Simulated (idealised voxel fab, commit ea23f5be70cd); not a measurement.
The process module presented herein is designated voxel wiring stack.
Square cells of 5 nm make up the cross-section cut, whose width is 265 nm.
In this document a cross-section is written as a grid of square cells. It is given as a series of bands, listed from the top down, and a band is one or more rows of cells. Per band: top height and bottom height in nm, followed by the left-to-right materials and their widths in nm; "all across" marks a single material spanning edge to edge, "empty" marks empty space. Heights are expressed relative to 0, this being the level below which the as-received wafer comprises one material exclusively. The lowest band is unbounded in the downward direction and is denoted as in "z 0 and below". You'd read "30 to 40" like this: the band's top row of cells is as wide as the first number, its bottom row is as wide as the second, and going down, every row changes width by the same amount as the row before did. "no alteration" (step): cross-section cells unchanged, all of them. Basically, "closed voids" tells you about the enclosed voids: empty spaces with no open way to the top, 8 cells or bigger, each written width x height at distance, where distance is from the left edge, all in nm. Post-settings text on a step line: simulator's own remark regarding the step. overlay nm: for a step with a mask, the amount by which the mask lay right of where it was planned; a negative amount means left of it.
**The steps planned for the process are as follows**
step 1: RECEIVE, material Si
step 2: CONFORMAL_DEP, material SiO2, thk nm 10
step 3: CONFORMAL_DEP, material SiCN, thk nm 5
step 4: DIRECTIONAL_DEP, material SiO2, thk nm 20
step 5: DIRECTIONAL_DEP, material aC, thk nm 15
step 6: PATTERN, tone open, mask id METAL_1, material resist, width nm 30, pitch nm 60, thk nm 35, overlay nm 0
step 7: DIRECTIONAL_ETCH, etch materials aC, depth nm 15
step 8: STRIP, etch materials resist
step 9: DIRECTIONAL_ETCH, etch materials SiO2, depth nm 20
step 10: DIRECTIONAL_ETCH, etch materials SiCN, depth nm 5
step 11: STRIP, etch materials aC
step 12: CONFORMAL_DEP, material TiN, thk nm 5
step 13: FILL_DEP, material W, thk nm 5
step 14: CMP, height nm 35
step 15: EPI, material Ru, thk nm 5
step 16: FILL_DEP, material SiCN, thk nm 5
step 17: DIRECTIONAL_DEP, material SiO2, thk nm 10
step 18: PATTERN, tone open, mask id PLUG_1, material resist, width nm 15, pitch nm 60, thk nm 15, overlay nm 0
step 19: DIRECTIONAL_ETCH, etch materials SiO2, depth nm 10
step 20: DIRECTIONAL_ETCH, etch materials SiCN, depth nm 5
step 21: STRIP, etch materials resist
step 22: EPI, material Ru, thk nm 10
step 23: EPI, material Ru, thk nm 5
step 24: DIRECTIONAL_DEP, material TiN, thk nm 5
step 25: DIRECTIONAL_DEP, material W, thk nm 15
step 26: DIRECTIONAL_DEP, material aC, thk nm 15
step 27: PATTERN, tone cover, mask id METAL_2, material resist, width nm 30, pitch nm 60, thk nm 30, overlay nm 0
step 28: DIRECTIONAL_ETCH, etch materials aC, depth nm 15
step 29: STRIP, etch materials resist
step 30: DIRECTIONAL_ETCH, etch materials W, depth nm 15
step 31: DIRECTIONAL_ETCH, etch materials TiN, depth nm 5
step 32: STRIP, etch materials aC
step 33: CONFORMAL_DEP, material SiN, thk nm 5
step 34: FILL_DEP, material lowk, thk nm 5
step 35: CMP, height nm 75
step 36: CONFORMAL_DEP, material SiCN, thk nm 5
**First of two wafers - as planned**
**Cross-section of the wafer as it came to us, i.e., already through step 1**
* z 0 and below  Si all across
* closed voids: none
**Wafer section view after processing step 2**
* z 10 to 0  SiO2 all across
* Below 0 it's all the same as before, nothing changed down there.
**Wafer section view after processing step 3**
* z 15 to 10  SiCN all across
* Below 10 it's all the same as before, nothing changed down there.
**Wafer section view after processing step 4**
* z 35 to 15  SiO2 all across
* Below 15 it's all the same as before, nothing changed down there.
**Wafer section view after processing step 5**
* z 50 to 35  aC all across
* Below 35 it's all the same as before, nothing changed down there.
**Wafer section view after processing step 6**
* z 85 to 50  resist=55, empty=30, resist=30, empty=30, resist=30, empty=30, resist=60
* Below 50 it's all the same as before, nothing changed down there.
**Wafer section view after processing step 7**
* z 70 to 50  resist=55, empty=30, resist=30, empty=30, resist=30, empty=30, resist=60
* z 50 to 35  aC=55, empty=30, aC=30, empty=30, aC=30, empty=30, aC=60
* Below 35 it's all the same as before, nothing changed down there.
**Wafer section view after processing step 8**
* z 50 to 35  aC=55, empty=30, aC=30, empty=30, aC=30, empty=30, aC=60
* Below 35 it's all the same as before, nothing changed down there.
**Wafer section view after processing step 9**
* z 50 to 35  aC=55, empty=30, aC=30, empty=30, aC=30, empty=30, aC=60
* z 35 to 15  SiO2=55, empty=30, SiO2=30, empty=30, SiO2=30, empty=30, SiO2=60
* Below 15 it's all the same as before, nothing changed down there.
**Wafer section view after processing step 10**
* z 50 to 35  aC=55, empty=30, aC=30, empty=30, aC=30, empty=30, aC=60
* z 35 to 15  SiO2=55, empty=30, SiO2=30, empty=30, SiO2=30, empty=30, SiO2=60
* z 15 to 10  SiCN=55, empty=30, SiCN=30, empty=30, SiCN=30, empty=30, SiCN=60
* Below 10 it's all the same as before, nothing changed down there.
**Wafer section view after processing step 11**
* z 35 to 15  SiO2=55, empty=30, SiO2=30, empty=30, SiO2=30, empty=30, SiO2=60
* Below 15 it's all the same as before, nothing changed down there.
**Wafer section view after processing step 12**
* z 40 to 35  TiN=60, empty=20, TiN=40, empty=20, TiN=40, empty=20, TiN=65
* z 35 to 15  SiO2=55, TiN=5, empty=20, TiN=5, SiO2=30, TiN=5, empty=20, TiN=5, SiO2=30, TiN=5, empty=20, TiN=5, SiO2=60
* z 15 to 10  SiCN=55, TiN=30, SiCN=30, TiN=30, SiCN=30, TiN=30, SiCN=60
* Below 10 it's all the same as before, nothing changed down there.
**Wafer section view after processing step 13**
* z 45 to 40  W all across
* z 40 to 35  TiN=60, W=20, TiN=40, W=20, TiN=40, W=20, TiN=65
* z 35 to 15  SiO2=55, TiN=5, W=20, TiN=5, SiO2=30, TiN=5, W=20, TiN=5, SiO2=30, TiN=5, W=20, TiN=5, SiO2=60
* Below 15 it's all the same as before, nothing changed down there.
**Wafer section view after processing step 14**
* z 35 to 15  SiO2=55, TiN=5, W=20, TiN=5, SiO2=30, TiN=5, W=20, TiN=5, SiO2=30, TiN=5, W=20, TiN=5, SiO2=60
* Below 15 it's all the same as before, nothing changed down there.
**Wafer section view after processing step 15**
* z 40 to 35  empty=50, Ru=40, empty=20, Ru=40, empty=20, Ru=40, empty=55
* Below 35 it's all the same as before, nothing changed down there.
**Wafer section view after processing step 16**
* z 45 to 40  SiCN all across
* z 40 to 35  SiCN=50, Ru=40, SiCN=20, Ru=40, SiCN=20, Ru=40, SiCN=55
* Below 35 it's all the same as before, nothing changed down there.
**Wafer section view after processing step 17**
* z 55 to 45  SiO2 all across
* Below 45 it's all the same as before, nothing changed down there.
**Wafer section view after processing step 18**
* z 70 to 55  resist=55, empty=15, resist=45, empty=15, resist=45, empty=15, resist=75
* Below 55 it's all the same as before, nothing changed down there.
**Wafer section view after processing step 19**
* z 70 to 55  resist=55, empty=15, resist=45, empty=15, resist=45, empty=15, resist=75
* z 55 to 45  SiO2=55, empty=15, SiO2=45, empty=15, SiO2=45, empty=15, SiO2=75
* Below 45 it's all the same as before, nothing changed down there.
**Wafer section view after processing step 20**
* z 70 to 55  resist=55, empty=15, resist=45, empty=15, resist=45, empty=15, resist=75
* z 55 to 45  SiO2=55, empty=15, SiO2=45, empty=15, SiO2=45, empty=15, SiO2=75
* z 45 to 40  SiCN=55, empty=15, SiCN=45, empty=15, SiCN=45, empty=15, SiCN=75
* Below 40 it's all the same as before, nothing changed down there.
**Wafer section view after processing step 21**
* z 55 to 45  SiO2=55, empty=15, SiO2=45, empty=15, SiO2=45, empty=15, SiO2=75
* Below 45 it's all the same as before, nothing changed down there.
**Wafer section view after processing step 22**
* z 55 to 50  SiO2=55, empty=15, SiO2=45, empty=15, SiO2=45, empty=15, SiO2=75
* z 50 to 45  SiO2=55, Ru=15, SiO2=45, Ru=15, SiO2=45, Ru=15, SiO2=75
* z 45 to 35  SiCN=55 to 50, Ru=15 to 40, SiCN=45 to 20, Ru=15 to 40, SiCN=45 to 20, Ru=15 to 40, SiCN=75 to 55
* Below 35 it's all the same as before, nothing changed down there.
**Wafer section view after processing step 23**
* z 55 to 45  SiO2=55, Ru=15, SiO2=45, Ru=15, SiO2=45, Ru=15, SiO2=75
* Below 45 it's all the same as before, nothing changed down there.
**Wafer section view after processing step 24**
* z 60 to 55  TiN all across
* Below 55 it's all the same as before, nothing changed down there.
**Wafer section view after processing step 25**
* z 75 to 60  W all across
* Below 60 it's all the same as before, nothing changed down there.
**Wafer section view after processing step 26**
* z 90 to 75  aC all across
* Below 75 it's all the same as before, nothing changed down there.
**Wafer section view after processing step 27**
* z 120 to 90  empty=55, resist=30, empty=30, resist=30, empty=30, resist=30, empty=60
* Below 90 it's all the same as before, nothing changed down there.
**Wafer section view after processing step 28**
* z 105 to 90  empty=55, resist=30, empty=30, resist=30, empty=30, resist=30, empty=60
* z 90 to 75  empty=55, aC=30, empty=30, aC=30, empty=30, aC=30, empty=60
* Below 75 it's all the same as before, nothing changed down there.
**Wafer section view after processing step 29**
* z 90 to 75  empty=55, aC=30, empty=30, aC=30, empty=30, aC=30, empty=60
* Below 75 it's all the same as before, nothing changed down there.
**Wafer section view after processing step 30**
* z 90 to 75  empty=55, aC=30, empty=30, aC=30, empty=30, aC=30, empty=60
* z 75 to 60  empty=55, W=30, empty=30, W=30, empty=30, W=30, empty=60
* Below 60 it's all the same as before, nothing changed down there.
**Wafer section view after processing step 31**
* z 90 to 75  empty=55, aC=30, empty=30, aC=30, empty=30, aC=30, empty=60
* z 75 to 60  empty=55, W=30, empty=30, W=30, empty=30, W=30, empty=60
* z 60 to 55  empty=55, TiN=30, empty=30, TiN=30, empty=30, TiN=30, empty=60
* Below 55 it's all the same as before, nothing changed down there.
**Wafer section view after processing step 32**
* z 75 to 60  empty=55, W=30, empty=30, W=30, empty=30, W=30, empty=60
* Below 60 it's all the same as before, nothing changed down there.
**Wafer section view after processing step 33**
* z 80 to 75  empty=50, SiN=40, empty=20, SiN=40, empty=20, SiN=40, empty=55
* z 75 to 60  empty=50, SiN=5, W=30, SiN=5, empty=20, SiN=5, W=30, SiN=5, empty=20, SiN=5, W=30, SiN=5, empty=55
* z 60 to 55  SiN=55, TiN=30, SiN=30, TiN=30, SiN=30, TiN=30, SiN=60
* Below 55 it's all the same as before, nothing changed down there.
**Wafer section view after processing step 34**
* z 85 to 80  lowk all across
* z 80 to 75  lowk=50, SiN=40, lowk=20, SiN=40, lowk=20, SiN=40, lowk=55
* z 75 to 60  lowk=50, SiN=5, W=30, SiN=5, lowk=20, SiN=5, W=30, SiN=5, lowk=20, SiN=5, W=30, SiN=5, lowk=55
* Below 60 it's all the same as before, nothing changed down there.
**Wafer section view after processing step 35**
* z 75 to 60  lowk=50, SiN=5, W=30, SiN=5, lowk=20, SiN=5, W=30, SiN=5, lowk=20, SiN=5, W=30, SiN=5, lowk=55
* Below 60 it's all the same as before, nothing changed down there.
**Wafer section view after processing step 36**
* z 80 to 75  SiCN all across
* Below 75 it's all the same as before, nothing changed down there.
**Second wafer. Start and plan as for the first. One mistake made in running. Agrees with the first up to and including step 24**
**Second wafer profile in section, at the moment step 25 of the plan was meant to be complete**
* z 65 to 60  W all across
* Below 60 it's all the same as before, nothing changed down there.
**Second wafer profile in section, at the moment step 26 of the plan was meant to be complete**
* z 80 to 65  aC all across
* Below 65 it's all the same as before, nothing changed down there.
**Second wafer profile in section, at the moment step 27 of the plan was meant to be complete**
* z 110 to 80  empty=55, resist=30, empty=30, resist=30, empty=30, resist=30, empty=60
* Below 80 it's all the same as before, nothing changed down there.
**Second wafer profile in section, at the moment step 28 of the plan was meant to be complete**
* z 95 to 80  empty=55, resist=30, empty=30, resist=30, empty=30, resist=30, empty=60
* z 80 to 65  empty=55, aC=30, empty=30, aC=30, empty=30, aC=30, empty=60
* Below 65 it's all the same as before, nothing changed down there.
**Second wafer profile in section, at the moment step 29 of the plan was meant to be complete**
* z 80 to 65  empty=55, aC=30, empty=30, aC=30, empty=30, aC=30, empty=60
* Below 65 it's all the same as before, nothing changed down there.
**Second wafer profile in section, at the moment step 30 of the plan was meant to be complete**
* z 80 to 65  empty=55, aC=30, empty=30, aC=30, empty=30, aC=30, empty=60
* z 65 to 60  empty=55, W=30, empty=30, W=30, empty=30, W=30, empty=60
* Below 60 it's all the same as before, nothing changed down there.
**Second wafer profile in section, at the moment step 31 of the plan was meant to be complete**
* z 80 to 65  empty=55, aC=30, empty=30, aC=30, empty=30, aC=30, empty=60
* z 65 to 60  empty=55, W=30, empty=30, W=30, empty=30, W=30, empty=60
* z 60 to 55  empty=55, TiN=30, empty=30, TiN=30, empty=30, TiN=30, empty=60
* Below 55 it's all the same as before, nothing changed down there.
**Second wafer profile in section, at the moment step 32 of the plan was meant to be complete**
* z 65 to 60  empty=55, W=30, empty=30, W=30, empty=30, W=30, empty=60
* Below 60 it's all the same as before, nothing changed down there.
**Second wafer profile in section, at the moment step 33 of the plan was meant to be complete**
* z 70 to 65  empty=50, SiN=40, empty=20, SiN=40, empty=20, SiN=40, empty=55
* z 65 to 60  empty=50, SiN=5, W=30, SiN=5, empty=20, SiN=5, W=30, SiN=5, empty=20, SiN=5, W=30, SiN=5, empty=55
* z 60 to 55  SiN=55, TiN=30, SiN=30, TiN=30, SiN=30, TiN=30, SiN=60
* Below 55 it's all the same as before, nothing changed down there.
**Second wafer profile in section, at the moment step 34 of the plan was meant to be complete**
* z 75 to 70  lowk all across
* z 70 to 65  lowk=50, SiN=40, lowk=20, SiN=40, lowk=20, SiN=40, lowk=55
* z 65 to 60  lowk=50, SiN=5, W=30, SiN=5, lowk=20, SiN=5, W=30, SiN=5, lowk=20, SiN=5, W=30, SiN=5, lowk=55
* Below 60 it's all the same as before, nothing changed down there.
Second wafer profile in section, at the moment step 35 of the plan was meant to be complete: no alteration
**Second wafer profile in section, at the moment step 36 of the plan was meant to be complete**
* z 80 to 75  SiCN all across
* Below 75 it's all the same as before, nothing changed down there.
Deviation noted in wafer processing: step 25 did not use the planned setting and instead ran as DIRECTIONAL_DEP, material W, thk nm 5
The second wafer ends with more or fewer cells of some materials than the first, per final count: 12 more of SiN | 36 fewer of W | 24 more of lowk
